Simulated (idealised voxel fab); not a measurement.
process module | voxel self aligned vias
For reference, the cross-section in this document is cut, with width 210 nm and square cells of 5 nm.
Cross-section layout: square cells on a grid; listed as bands, top to bottom; a band spans one or more cell rows.
The band entry comprises the height of the band's top followed by the height of its bottom, expressed in nm, and subsequently the band's materials from left to right, each stated together with its width in nm. Where a single material is marked with the word "full width", that material fills the band from edge to edge. The word "air" represents empty space.
The reference from which all heights are counted is 0, the level beneath which the as-received wafer is entirely one material; the lowest band, having no lower bound, proceeds downward and is written after the example "z 0 and below".
Per-row width for "30 to 40": begins at first number (top row of band), ends at second number (bottom row), increment between rows held constant.
Where a step carries "all unchanged", the cross-section came out of it unchanged, cell for cell.
"Closed voids list" specifies each empty space that is not open to the top and that occupies no fewer than 8 cells, using the form width x height at distance, the distance measured from the left edge and all three quantities in nm.
Whatever follows a step's settings on its line is a remark the simulator itself makes about that step.
overlay nm: for a step with a mask, the amount by which the mask lay right of where it was planned; a negative amount means left of it.

-- Steps planned for the process
1: RECEIVE | material Si
2: CONFORMAL_DEP | material SiO2 | thk nm 10
3: CONFORMAL_DEP | material SiCN | thk nm 5
4: DIRECTIONAL_DEP | material lowk | thk nm 20
5: PATTERN | tone open | mask id LINES | material resist | width nm 30 | pitch nm 55 | thk nm 15 | overlay nm 0
6: DIRECTIONAL_ETCH | etch materials lowk | depth nm 20
7: STRIP | etch materials resist
8: CONFORMAL_DEP | material TiN | thk nm 5
9: FILL_DEP | material Ru | thk nm 10
10: CMP | height nm 35
11: SELECTIVE_ETCH | etch materials W Ru TiN | depth nm 5
12: FILL_DEP | material SiN | thk nm 5
13: CMP | height nm 35
14: DIRECTIONAL_DEP | material lowk | thk nm 20
15: MASKED_ETCH | tone open | mask id VIAS | width nm 30 | etch materials lowk | depth nm 20 | overlay nm 0
16: MASKED_ETCH | tone open | mask id VIAS | width nm 40 | etch materials SiN | depth nm 5 | overlay nm 0
17: CONFORMAL_DEP | material TiN | thk nm 5
18: FILL_DEP | material W | thk nm 10
19: CMP | height nm 55
20: CONFORMAL_DEP | material SiN | thk nm 5
For this document, wafers share an identical start and vary in the step 15 width nm; the plan quotes the first wafer's value.

-- Cross-section of the first of several wafers on receipt, reflecting completion of step 1
> z 0 and below = Si full width
> Closed voids list: none

-- What follows is a table in which each wafer occupies a row; for the wafer as it stands at the close of the module, the row states, material by material, how many cells have been gained (+) or lost (-) since receipt, and then gives its closed voids
width nm 30, +16 Ru, +42 SiCN, +48 SiN, +84 SiO2, +34 TiN, +16 W, +264 lowk, Closed voids list: none
width nm 35, +16 Ru, +42 SiCN, +48 SiN, +84 SiO2, +35 TiN, +19 W, +260 lowk, Closed voids list: none
width nm 40, +16 Ru, +42 SiCN, +48 SiN, +84 SiO2, +36 TiN, +22 W, +256 lowk, Closed voids list: none
width nm 45, +16 Ru, +42 SiCN, +48 SiN, +84 SiO2, +37 TiN, +25 W, +252 lowk, Closed voids list: none
width nm 50, +16 Ru, +42 SiCN, +48 SiN, +84 SiO2, +38 TiN, +28 W, +248 lowk, Closed voids list: none
width nm 55, +16 Ru, +42 SiCN, +48 SiN, +84 SiO2, +39 TiN, +31 W, +244 lowk, Closed voids list: none
